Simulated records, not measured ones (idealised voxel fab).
Proc. module: voxel transistor to metal
Cross-sectional view cut (width: 150 nm; square cell size: 5 nm).
In what follows, cross-sections appear as grids of square cells, described through bands that run from the top down, where every band is one or more rows of cells. What a band's entry tells you: where the top is and where the bottom is, as heights in nm, and after that what lies inside, material by material from left to right, each with its width in nm. Empty space is written as the word "empty", and a single material marked with the word "all across" occupies the band from edge to edge. Heights are reckoned from 0. Under this level, the received wafer is all of one material. The bottommost band is open-ended downward, for example "0 down". Note: "30..40" means the width goes from the first number (top row of the band) to the second number (bottom row) in equal steps per row of cells. Step marked "no change occurred"? Then no cell in the cross-section changed in it. In "Voids, sealed" the enclosed voids are listed, meaning empty spaces of 8 cells or larger without any opening to the top. The form is width x height at distance, distance from the left edge, units nm. On each step's line, the part that comes after the settings is the simulator's own comment on the step. Each step line may optionally specify "overlay nm", which for a step with a mask gives the rightward distance between the mask's planned place and where it lay, a negative value indicating the leftward direction.
So here's the lineup of process steps we planned:
1. RECEIVE with material Si
2. OXIDIZE with depth nm 5
3. CONFORMAL_DEP with material SiN, thk nm 10
4. MASKED_ETCH with tone cover, mask id ACTIVE, width nm 110, etch materials SiN, depth nm 10, overlay nm 0
5. MASKED_ETCH with tone cover, mask id ACTIVE, width nm 110, etch materials SiO2, depth nm 5, overlay nm 0
6. MASKED_ETCH with tone cover, mask id ACTIVE, width nm 110, etch materials Si, depth nm 30, overlay nm 0
7. OXIDIZE with depth nm 5
8. FILL_DEP with material SiO2, thk nm 10
9. CMP with height nm 10
10. SELECTIVE_ETCH with etch materials SiO2, depth nm 5
11. STRIP with etch materials SiN
12. SELECTIVE_ETCH with etch materials SiO2, depth nm 5
13. OXIDIZE with depth nm 5
14. DIRECTIONAL_DEP with material polySi, thk nm 25
15. DIRECTIONAL_DEP with material SiCN, thk nm 10
16. PATTERN with tone cover, mask id GATE, material resist, width nm 30, thk nm 20, overlay nm 0
17. DIRECTIONAL_ETCH with etch materials SiCN, depth nm 20
18. DIRECTIONAL_ETCH with etch materials polySi, depth nm 35
19. STRIP with etch materials resist
20. CONFORMAL_DEP with material SiN, thk nm 10
21. DIRECTIONAL_ETCH with etch materials SiN, depth nm 10
22. DIRECTIONAL_ETCH with etch materials SiO2, depth nm 5
23. EPI with material SiGe, thk nm 5
24. FILL_DEP with material SiO2, thk nm 5
25. CMP with height nm 20
26. STRIP with etch materials polySi
27. SELECTIVE_ETCH with etch materials SiO2, depth nm 5
28. CONFORMAL_DEP with material HfO2, thk nm 5
29. CONFORMAL_DEP with material TiN, thk nm 5
30. FILL_DEP with material W, thk nm 10
31. CMP with height nm 15
32. DIRECTIONAL_DEP with material SiO2, thk nm 10
33. MASKED_ETCH with tone open, mask id CONTACT, width nm 20, pitch nm 80, etch materials SiO2, depth nm 30, overlay nm 0
34. CONFORMAL_DEP with material TiN, thk nm 5
35. FILL_DEP with material W, thk nm 10
36. CMP with height nm 25
37. DIRECTIONAL_DEP with material TiN, thk nm 5
38. DIRECTIONAL_DEP with material W, thk nm 20
39. DIRECTIONAL_DEP with material aC, thk nm 15
40. PATTERN with tone cover, mask id METAL_1, material resist, width nm 20, pitch nm 80, thk nm 35, overlay nm 0
41. DIRECTIONAL_ETCH with etch materials aC, depth nm 15
42. STRIP with etch materials resist
43. DIRECTIONAL_ETCH with etch materials W, depth nm 20
44. DIRECTIONAL_ETCH with etch materials TiN, depth nm 5
45. STRIP with etch materials aC
46. CONFORMAL_DEP with material SiN, thk nm 5
47. FILL_DEP with material lowk, thk nm 10
48. CMP with height nm 50
49. CONFORMAL_DEP with material SiN, thk nm 5
Wafer at receipt (post step 1), cross-section:
  0 down = Si all across
  Voids, sealed: none
As-planned run: cross-section of the first of two wafers at end of module:
  55 to 50 = SiN all across
  50 to 30 = lowk 20 nm / SiN 5 nm / W 20 nm / SiN 5 nm / lowk 50 nm / SiN 5 nm / W 20 nm / SiN 5 nm / lowk 20 nm
  30 to 25 = SiN 25 nm / TiN 20 nm / SiN 60 nm / TiN 20 nm / SiN 25 nm
  25 to 15 = SiO2 25 nm / TiN 5 nm / W 10 nm / TiN 5 nm / SiO2 60 nm / TiN 5 nm / W 10 nm / TiN 5 nm / SiO2 25 nm
  15 to 0 = SiO2 25 nm / TiN 5 nm / W 10 nm / TiN 5 nm / SiO2 5 nm / SiN 10 nm / HfO2 5 nm / TiN 5 nm / W 10 nm / TiN 5 nm / HfO2 5 nm / SiN 10 nm / SiO2 5 nm / TiN 5 nm / W 10 nm / TiN 5 nm / SiO2 25 nm
  0 to -5 = SiO2 15 nm / SiN 10 nm / TiN 20 nm / SiO2 5 nm / SiN 10 nm / HfO2 5 nm / TiN 20 nm / HfO2 5 nm / SiN 10 nm / SiO2 5 nm / TiN 20 nm / SiN 10 nm / SiO2 15 nm
  -5 to -10 = SiO2 25 nm / SiGe 25 nm / SiO2 5 nm / HfO2 40 nm / SiO2 5 nm / SiGe 25 nm / SiO2 25 nm
  -10 to -40 = SiO2 25 nm / Si 100 nm / SiO2 25 nm
  -40 down = Si all across
  Voids, sealed: none
Wafer two cross-section, module end. Start and plan unchanged from wafer one; one mistake made during the run:
  55 to 50 = SiN all across
  50 to 30 = lowk 20 nm / SiN 5 nm / W 20 nm / SiN 5 nm / lowk 50 nm / SiN 5 nm / W 20 nm / SiN 5 nm / lowk 20 nm
  30 to 25 = SiN 25 nm / TiN 20 nm / SiN 60 nm / TiN 20 nm / SiN 25 nm
  25 to 15 = SiO2 20 nm / TiN 5 nm / W 20 nm / TiN 5 nm / SiO2 50 nm / TiN 5 nm / W 20 nm / TiN 5 nm / SiO2 20 nm
  15 to 5 = SiO2 20 nm / TiN 5 nm / W 20 nm / TiN 5 nm / SiN 10 nm / HfO2 5 nm / TiN 5 nm / W 10 nm / TiN 5 nm / HfO2 5 nm / SiN 10 nm / TiN 5 nm / W 20 nm / TiN 5 nm / SiO2 20 nm
  5 to 0 = SiO2 20 nm / TiN 10 nm / W 15 nm / TiN 5 nm / SiN 10 nm / HfO2 5 nm / TiN 5 nm / W 10 nm / TiN 5 nm / HfO2 5 nm / SiN 10 nm / TiN 5 nm / W 15 nm / TiN 10 nm / SiO2 20 nm
  0 to -5 = SiO2 15 nm / SiN 10 nm / TiN 25 nm / SiN 10 nm / HfO2 5 nm / TiN 20 nm / HfO2 5 nm / SiN 10 nm / TiN 25 nm / SiN 10 nm / SiO2 15 nm
  -5 to -10 = SiO2 25 nm / SiGe 25 nm / SiO2 5 nm / HfO2 40 nm / SiO2 5 nm / SiGe 25 nm / SiO2 25 nm
  -10 to -40 = SiO2 25 nm / Si 100 nm / SiO2 25 nm
  -40 down = Si all across
  Voids, sealed: none
Deviation noted in wafer processing: step 33 changed vs plan, executed as MASKED_ETCH with tone open, mask id CONTACT, width nm 30, pitch nm 80, etch materials SiO2, depth nm 30, overlay nm 0
Counted in cells at the end, the second wafer holds more or fewer of these materials than the first: SiO2 -22 | TiN +4 | W +18
